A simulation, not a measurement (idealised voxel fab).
Documented hereafter: the process module known as voxel plated lines.
Section cut is 160 nm wide and gridded with 5 nm square cells.
Cross-section spec: square-cell grid; bands listed top down; each band is one or more rows.
The entry gives the band's vertical extent as a top height and a bottom height in nm, then its horizontal make-up as materials from left to right, each with a width in nm. "blank" stands for empty space; a single material marked "edge to edge" fills the band edge to edge.
Height reference: 0 = level under which incoming wafer is all one material. Lowest band: no bottom, runs on downward, e.g. "0 nm and below".
When a width is written as two numbers, as in "30 to 40", the first number is the width in the top row of cells of the band and the second is the width in its bottom row, and the width changes by the same amount from each row to the next.
No cell of the cross-section changed in a step that is given as "nothing was modified".
In "Closed void catalog" the enclosed voids are listed, meaning empty spaces of 8 cells or larger without any opening to the top. The form is width x height at distance, distance from the left edge, units nm.
Heads up: the bit after the settings on a step's line is the simulator's remark on that step.
"overlay nm" denotes, for a step that has a mask, the displacement of the mask to the right of its planned place, with negative values corresponding to the left.

**Below is the list of planned process steps**
1,RECEIVE, material Si
2,CONFORMAL_DEP, material SiO2, thk nm 5
3,DIRECTIONAL_DEP, material TiN, thk nm 5
4,PATTERN, tone open, mask id LINES, material resist, width nm 15, pitch nm 30, thk nm 25, overlay nm 0
5,EPI, material Ru, thk nm 5
6,EPI, material Ru, thk nm 5
7,STRIP, etch materials resist
8,DIRECTIONAL_ETCH, etch materials TiN, depth nm 5
9,CONFORMAL_DEP, material SiO2, thk nm 5

**The cross-section here shows the wafer as received, i.e. in its state after step 1**
    0 nm and below: Si edge to edge
    Closed void catalog: none

**Cross-sectional view of the first of the two wafers upon completion of the module, processed in accordance with the plan**
    25 nm to 20 nm: 50 nm blank, then 25 nm SiO2, then 5 nm blank, then 25 nm SiO2, then 55 nm blank
    20 nm to 10 nm: 50 nm blank, then 5 nm SiO2, then 15 nm Ru, then 5 nm SiO2, then 5 nm blank, then 5 nm SiO2, then 15 nm Ru, then 5 nm SiO2, then 55 nm blank
    10 nm to 5 nm: 55 nm SiO2, then 15 nm TiN, then 15 nm SiO2, then 15 nm TiN, then 60 nm SiO2
    5 nm to 0 nm: SiO2 edge to edge
    0 nm and below: Si edge to edge
    Closed void catalog: none

**Wafer two, end of module, cross-section. Same start, same plan as wafer one. One mistake in the run**
    20 nm to 15 nm: 50 nm blank, then 25 nm SiO2, then 5 nm blank, then 25 nm SiO2, then 55 nm blank
    15 nm to 5 nm: 50 nm blank, then 5 nm SiO2, then 15 nm Ru, then 5 nm SiO2, then 5 nm blank, then 5 nm SiO2, then 15 nm Ru, then 5 nm SiO2, then 55 nm blank
    5 nm to 0 nm: 55 nm SiO2, then 15 nm TiN, then 15 nm SiO2, then 15 nm TiN, then 60 nm SiO2
    0 nm and below: Si edge to edge
    Closed void catalog: none
It is concluded that the wafer was processed incorrectly with respect to the plan, in that step 2 of the plan was excluded from execution and never run
Heads up, by the end the second wafer has more or fewer cells of some materials compared to the first: 32 fewer of SiO2
